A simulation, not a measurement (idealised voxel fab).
Process module name: voxel fin reveal
Cross-section cut spans 245 nm and uses square cells 5 nm in size.
A cross-section is a grid of square cells, given in bands from the top down. A band is one or more rows of cells. Band: top height; bottom height; in nm. Then, left to right: material with width in nm, for each material. "edge to edge": a single material spanning edge to edge. "empty": empty space. Height 0 is the level under which the wafer as received is all one material. The lowest band goes on downwards, as in "from 0 down". Note: "30 to 40" means the width goes from the first number (top row of the band) to the second number (bottom row) in equal steps per row of cells. You'll sometimes find "remained the same" written for a step, and that's the way of saying that nowhere in the cross-section did a cell change during that step. Empty spaces without an open route to the top, at least 8 cells in extent, make up the entry "Closed empty spaces"; each is given as width x height at distance, where the distance is measured from the left edge, and all are in nm. Post-settings text on a step line: simulator's own remark regarding the step. For masked steps, "overlay nm" on the step line gives how far right of plan the mask actually lay; a minus sign means it lay to the left.
[plan]
1,RECEIVE, material Si
2,CONFORMAL_DEP, material SiN, thk nm 10
3,MASKED_ETCH, tone cover, mask id FINS, width nm 15, pitch nm 40, etch materials SiN, depth nm 10, overlay nm 0
4,MASKED_ETCH, tone cover, mask id FINS, width nm 15, pitch nm 40, etch materials Si, depth nm 35, overlay nm 0
5,OXIDIZE, depth nm 5
6,FILL_DEP, material SiO2, thk nm 15
7,CMP, height nm 10
8,SELECTIVE_ETCH, etch materials SiO2, depth nm 30
9,STRIP, etch materials SiN
[Wafer as received: cross-section following step 1]
  from 0 down: Si edge to edge
  Closed empty spaces: none
[Cross-sectional view of the first of the two wafers upon completion of the module, processed in accordance with the plan]
  from 0 to -20: 100 empty, 5 Si, 35 empty, 5 Si, 100 empty
  from -20 to -40: 100 SiO2, 5 Si, 35 SiO2, 5 Si, 100 SiO2
  from -40 down: Si edge to edge
  Closed empty spaces: none
[Second of two wafers, module complete, sectioned: it shares the first wafer's start and plan but was run with one mistake]
  from 0 to -5: 90 Si, 25 empty, 15 Si, 25 empty, 90 Si
  from -5 down: Si edge to edge
  Closed empty spaces: none
what went wrong: planned and actual differ for step 3; actual: MASKED_ETCH, tone open, mask id FINS, width nm 15, pitch nm 40, etch materials SiN, depth nm 10, overlay nm 0
In the final state, the cell counts of the second wafer exceed or fall short of those of the first for the following materials: 366 more of Si; 188 fewer of SiO2
